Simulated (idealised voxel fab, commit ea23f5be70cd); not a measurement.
Process module in this document: voxel released beams
Section shown: cut. Width: 165 nm. Cell size: 5 nm, square.
We lay out every cross-section as a grid of square cells and spell it out in bands from the top down, where one band means one or more rows of cells.
Band: top height; bottom height; in nm. Then, left to right: material with width in nm, for each material. "full width": a single material spanning edge to edge. "blank": empty space.
The reference from which all heights are counted is 0, the level beneath which the as-received wafer is entirely one material; the lowest band, having no lower bound, proceeds downward and is written after the example "0 down".
Note: "30->40" means the width goes from the first number (top row of the band) to the second number (bottom row) in equal steps per row of cells.
The designation "no modifications", where it is given for a processing step, indicates that no cell of the cross-section was altered in the course of that step.
Any empty space of 8 cells or more lacking an open way to the top shows up in "Non-vented voids" as width x height at distance, distance from the left edge, in nm.
Formally, on a step line, whatever follows the settings is a remark that the simulator itself makes on the step.
The optional step-line setting "overlay nm" applies to steps with a mask and quantifies how far to the right of its planned location the mask lay, a negative value indicating leftward placement.
**Below is the list of planned process steps**
1. RECEIVE | material Si
2. CONFORMAL_DEP | material SiN | thk nm 5
3. DIRECTIONAL_DEP | material SiO2 | thk nm 20
4. MASKED_ETCH | tone open | mask id ANCHOR | width nm 35 | etch materials SiO2 | depth nm 20 | overlay nm 0
5. CONFORMAL_DEP | material polySi | thk nm 15
6. MASKED_ETCH | tone cover | mask id BEAM | width nm 95 | etch materials polySi | depth nm 15 | overlay nm 0
7. STRIP | etch materials SiO2
**First of the two wafers, run per plan**
**Cross-section of the wafer upon arrival, representing the state reached after step 1**
    0 down: Si full width
    Non-vented voids: none
**After step 2: wafer cross-section**
    5 to 0: SiN full width
    Heights below 0 show no change.
**After step 3: wafer cross-section**
    25 to 5: SiO2 full width
    Heights below 5 show no change.
**After step 4: wafer cross-section**
    25 to 5: SiO2 (35), blank (35), SiO2 (95)
    Heights below 5 show no change.
**After step 5: wafer cross-section**
    40 to 25: polySi (50), blank (5), polySi (110)
    25 to 20: SiO2 (35), polySi (15), blank (5), polySi (15), SiO2 (95)
    20 to 5: SiO2 (35), polySi (35), SiO2 (95)
    Heights below 5 show no change.
**After step 6: wafer cross-section**
    40 to 25: blank (30), polySi (20), blank (5), polySi (70), blank (40)
    Heights below 25 show no change.
**After step 7: wafer cross-section**
    40 to 25: blank (30), polySi (20), blank (5), polySi (70), blank (40)
    25 to 20: blank (35), polySi (15), blank (5), polySi (15), blank (95)
    20 to 5: blank (35), polySi (35), blank (95)
    Heights below 5 show no change.
**The Second Wafer: Common Origin and Plan, One Mistake in Execution, Identical to the First Through Step 4**
**Second wafer: cross-section at the scheduled end of step 5**
    55 to 25: polySi full width
    25 to 5: SiO2 (35), polySi (35), SiO2 (95)
    Heights below 5 show no change.
**Second wafer: cross-section at the scheduled end of step 6**
    55 to 40: blank (30), polySi (95), blank (40)
    Heights below 40 show no change.
Second wafer: cross-section at the scheduled end of step 7: no modifications
What went wrong in running the wafer? step 5 of the plan was executed twice over
Heads up, by the end the second wafer has more or fewer cells of some materials compared to the first: +104 SiO2; +103 polySi
